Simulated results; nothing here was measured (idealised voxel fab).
A process module follows: voxel quadruple lines.
It is cross-section cut that appears here, measuring 245 nm in width, its square cells being 5 nm in size.
A cross-section in this document is a grid of square cells, and it is written down as bands, the top band listed before the ones below it; a band is made up of one or more rows of cells. The entry gives the band's vertical extent as a top height and a bottom height in nm, then its horizontal make-up as materials from left to right, each with a width in nm. "air" stands for empty space; a single material marked "everywhere" fills the band edge to edge. For the purposes of this specification, 0 denotes the height below which the wafer in its as-received condition is composed wholly of one material, and the lowermost band, lacking a lower limit, extends downward without end, as expressed in "0 and below". Per-row width for "30->40": begins at first number (top row of band), ends at second number (bottom row), increment between rows held constant. What does "same as before" mean for a step? It means no cell of the cross-section changed in that step. Reported under the label "Enclosed void entries" are the empty spaces having no open way to the top and comprising 8 cells or more; the notation for each is width x height at distance, in which the distance is measured from the left edge and all three values are in nm. If you see something after the settings on a step's line, that's the simulator's own remark about that step. overlay nm: right-of-plan distance of the mask on a masked step; negative values mean left-of-plan.

So here's the lineup of process steps we planned:
- 1: RECEIVE: material Si
- 2: CONFORMAL_DEP: material Al2O3, thk nm 5
- 3: DIRECTIONAL_DEP: material W, thk nm 10
- 4: DIRECTIONAL_DEP: material polySi, thk nm 20
- 5: DIRECTIONAL_DEP: material aC, thk nm 20
- 6: PATTERN: tone cover, mask id MANDREL, material resist, width nm 35, pitch nm 100, thk nm 25, overlay nm 0
- 7: DIRECTIONAL_ETCH: etch materials aC, depth nm 20
- 8: STRIP: etch materials resist
- 9: CONFORMAL_DEP: material SiO2, thk nm 15
- 10: DIRECTIONAL_ETCH: etch materials SiO2, depth nm 15
- 11: STRIP: etch materials aC
- 12: DIRECTIONAL_ETCH: etch materials polySi, depth nm 20
- 13: STRIP: etch materials SiO2
- 14: CONFORMAL_DEP: material SiN, thk nm 10
- 15: DIRECTIONAL_ETCH: etch materials SiN, depth nm 10
- 16: STRIP: etch materials polySi
- 17: DIRECTIONAL_ETCH: etch materials W, depth nm 10
- 18: STRIP: etch materials SiN

As-received state of the wafer in cross-section, equivalent to post-step 1:
> 0 and below | Si everywhere
> Enclosed void entries: none

One mistake in running the module, otherwise start and plan as above: cross-section at the end:
> 10 down to 0 | air 30, then W 10, then air 15, then W 10, then air 15, then W 10, then air 15, then W 10, then air 15, then W 10, then air 15, then W 10, then air 15, then W 10, then air 15, then W 10, then air 30
> 0 and below | Si everywhere
> Enclosed void entries: none
Short version of what went wrong: step 2 of the plan never got run, it was skipped over
